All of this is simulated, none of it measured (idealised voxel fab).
Presented below is a process module, voxel transistor to metal.
The cross-section shown here is cut; it is 155 nm wide and divided into square cells measuring 5 nm on a side.
Cross-section format: a grid of square cells, given as bands from top to bottom; each band is one or more rows of cells. For a band, the entry starts with two heights in nm, that of the top and then that of the bottom, and carries on with the band's materials in order from left to right, each alongside its width in nm; the word "everywhere" beside a single material means it fills the band edge to edge, and "air" means empty space. Heights are measured from 0, the level below which the as-received wafer is all one material; the lowest band has no bottom and continues downward, written as in "top 0, no bottom". Per-row width for "30->40": begins at first number (top row of band), ends at second number (bottom row), increment between rows held constant. Where a step carries "all unchanged", the cross-section came out of it unchanged, cell for cell. "Enclosed void catalog" enumerates empty spaces isolated from the top, with no open way to it, that contain at least 8 cells, giving each as width x height at distance from the left edge, all three in nm. Post-settings text on a step line: simulator's own remark regarding the step. Among the settings permitted on a step's line is "overlay nm"; applied to a step with a mask, it specifies the extent to which the mask lay to the right of its planned position, whereas a negative figure signifies a position to the left.

# Planned process steps
1. RECEIVE [material Si]
2. CONFORMAL_DEP [material SiO2] [thk nm 5]
3. CONFORMAL_DEP [material SiN] [thk nm 15]
4. PATTERN [tone cover] [mask id ACTIVE] [material resist] [width nm 105] [thk nm 15] [overlay nm 0]
5. DIRECTIONAL_ETCH [etch materials SiN] [depth nm 15]
6. DIRECTIONAL_ETCH [etch materials SiO2] [depth nm 5]
7. DIRECTIONAL_ETCH [etch materials Si] [depth nm 20]
8. STRIP [etch materials resist]
9. OXIDIZE [depth nm 5]
10. FILL_DEP [material SiO2] [thk nm 15]
11. CMP [height nm 20]
12. SELECTIVE_ETCH [etch materials SiO2] [depth nm 15]
13. STRIP [etch materials SiN]
14. SELECTIVE_ETCH [etch materials SiO2] [depth nm 5]
15. OXIDIZE [depth nm 5]
16. DIRECTIONAL_DEP [material polySi] [thk nm 30]
17. DIRECTIONAL_DEP [material SiCN] [thk nm 10]
18. DIRECTIONAL_DEP [material aC] [thk nm 10]
19. PATTERN [tone cover] [mask id GATE] [material resist] [width nm 25] [thk nm 30] [overlay nm 0]
20. DIRECTIONAL_ETCH [etch materials aC] [depth nm 10]
21. STRIP [etch materials resist]
22. DIRECTIONAL_ETCH [etch materials SiCN] [depth nm 20]
23. DIRECTIONAL_ETCH [etch materials polySi] [depth nm 40]
24. STRIP [etch materials aC]
25. CONFORMAL_DEP [material SiO2] [thk nm 5]
26. DIRECTIONAL_ETCH [etch materials SiO2] [depth nm 5]
27. CONFORMAL_DEP [material SiN] [thk nm 10]
28. DIRECTIONAL_ETCH [etch materials SiN] [depth nm 10]
29. DIRECTIONAL_ETCH [etch materials SiO2] [depth nm 5]
30. DIRECTIONAL_ETCH [etch materials Si] [depth nm 15]
31. EPI [material nSi] [thk nm 15]
32. FILL_DEP [material SiO2] [thk nm 10]
33. CMP [height nm 40]
34. DIRECTIONAL_DEP [material SiO2] [thk nm 15]
35. PATTERN [tone open] [mask id CONTACT] [material resist] [width nm 30] [pitch nm 65] [thk nm 20] [overlay nm 0]
36. DIRECTIONAL_ETCH [etch materials SiO2] [depth nm 60]
37. STRIP [etch materials resist]
38. CONFORMAL_DEP [material TiN] [thk nm 5]
39. FILL_DEP [material Ru] [thk nm 5]
40. CMP [height nm 55]
41. CONFORMAL_DEP [material SiCN] [thk nm 5]
42. DIRECTIONAL_DEP [material SiO2] [thk nm 25]
43. MASKED_ETCH [tone open] [mask id METAL_1] [width nm 20] [pitch nm 75] [etch materials SiO2] [depth nm 25] [overlay nm 0]
44. MASKED_ETCH [tone open] [mask id METAL_1] [width nm 20] [pitch nm 75] [etch materials SiCN] [depth nm 5] [overlay nm 0]
45. CONFORMAL_DEP [material TiN] [thk nm 5]
46. FILL_DEP [material Cu] [thk nm 5]
47. CMP [height nm 85]
48. CONFORMAL_DEP [material SiN] [thk nm 5]

# Wafer as received: cross-section following step 1
  top 0, no bottom = Si everywhere
  Enclosed void catalog: none

# Post-module cross-section of the first of two wafers (run per plan)
  top 90, bottom 85 = SiN everywhere
  top 85, bottom 60 = 30 of SiO2, 5 of TiN, 10 of Cu, 5 of TiN, 55 of SiO2, 5 of TiN, 10 of Cu, 5 of TiN, 30 of SiO2
  top 60, bottom 55 = 30 of SiCN, 20 of TiN, 55 of SiCN, 20 of TiN, 30 of SiCN
  top 55, bottom 45 = 30 of SiO2, 5 of TiN, 20 of Ru, 5 of TiN, 35 of SiO2, 5 of TiN, 20 of Ru, 5 of TiN, 30 of SiO2
  top 45, bottom 40 = 30 of SiO2, 5 of TiN, 10 of Ru, 15 of TiN, 35 of SiO2, 15 of TiN, 10 of Ru, 5 of TiN, 30 of SiO2
  top 40, bottom 30 = 30 of SiO2, 5 of TiN, 10 of Ru, 5 of TiN, 10 of SiN, 5 of SiO2, 25 of SiCN, 5 of SiO2, 10 of SiN, 5 of TiN, 10 of Ru, 5 of TiN, 30 of SiO2
  top 30, bottom 15 = 30 of SiO2, 5 of TiN, 10 of Ru, 5 of TiN, 10 of SiN, 5 of SiO2, 25 of polySi, 5 of SiO2, 10 of SiN, 5 of TiN, 10 of Ru, 5 of TiN, 30 of SiO2
  top 15, bottom 10 = 30 of SiO2, 20 of TiN, 10 of SiN, 5 of SiO2, 25 of polySi, 5 of SiO2, 10 of SiN, 20 of TiN, 30 of SiO2
  top 10, bottom 0 = 30 of SiO2, 5 of TiN, 15 of nSi, 10 of SiN, 5 of SiO2, 25 of polySi, 5 of SiO2, 10 of SiN, 15 of nSi, 5 of TiN, 30 of SiO2
  top 0, bottom -5 = 30 of SiO2, 5 of TiN, 15 of nSi, 55 of SiO2, 15 of nSi, 5 of TiN, 30 of SiO2
  top -5, bottom -20 = 30 of SiO2, 20 of nSi, 55 of Si, 20 of nSi, 30 of SiO2
  top -20, bottom -25 = 30 of SiO2, 95 of Si, 30 of SiO2
  top -25, no bottom = Si everywhere
  Enclosed void catalog: none

# End of module, second wafer, cross-section. Started like the first, planned like the first, run with one mistake
  top 90, bottom 85 = SiN everywhere
  top 85, bottom 60 = 30 of SiO2, 5 of TiN, 10 of Cu, 5 of TiN, 55 of SiO2, 5 of TiN, 10 of Cu, 5 of TiN, 30 of SiO2
  top 60, bottom 55 = 30 of SiCN, 20 of TiN, 55 of SiCN, 20 of TiN, 30 of SiCN
  top 55, bottom 45 = 30 of SiO2, 5 of TiN, 20 of Ru, 5 of TiN, 35 of SiO2, 5 of TiN, 20 of Ru, 5 of TiN, 30 of SiO2
  top 45, bottom 40 = 30 of SiO2, 5 of TiN, 10 of Ru, 15 of TiN, 35 of SiO2, 15 of TiN, 10 of Ru, 5 of TiN, 30 of SiO2
  top 40, bottom 30 = 30 of SiO2, 5 of TiN, 10 of Ru, 5 of TiN, 10 of SiN, 5 of SiO2, 25 of SiCN, 5 of SiO2, 10 of SiN, 5 of TiN, 10 of Ru, 5 of TiN, 30 of SiO2
  top 30, bottom 15 = 30 of SiO2, 5 of TiN, 10 of Ru, 5 of TiN, 10 of SiN, 5 of SiO2, 25 of polySi, 5 of SiO2, 10 of SiN, 5 of TiN, 10 of Ru, 5 of TiN, 30 of SiO2
  top 15, bottom 10 = 30 of SiO2, 20 of TiN, 10 of SiN, 5 of SiO2, 25 of polySi, 5 of SiO2, 10 of SiN, 20 of TiN, 30 of SiO2
  top 10, bottom 0 = 30 of SiO2, 5 of TiN, 15 of nSi, 10 of SiN, 5 of SiO2, 25 of polySi, 5 of SiO2, 10 of SiN, 15 of nSi, 5 of TiN, 30 of SiO2
  top 0, bottom -5 = 15 of SiO2, 10 of SiN, 5 of SiO2, 5 of TiN, 15 of nSi, 55 of SiO2, 15 of nSi, 5 of TiN, 5 of SiO2, 10 of SiN, 15 of SiO2
  top -5, bottom -15 = 15 of SiO2, 10 of SiN, 10 of SiO2, 15 of nSi, 55 of Si, 15 of nSi, 10 of SiO2, 10 of SiN, 15 of SiO2
  top -15, bottom -20 = 35 of SiO2, 15 of nSi, 55 of Si, 15 of nSi, 35 of SiO2
  top -20, bottom -25 = 30 of SiO2, 95 of Si, 30 of SiO2
  top -25, no bottom = Si everywhere
  Enclosed void catalog: none
The plan and the run diverged here: the plan had its step 12 run twice
At the finish, the second wafer shows more or fewer cells for some materials than the first does: SiN: 12 more, SiO2: 6 fewer, nSi: 6 fewer
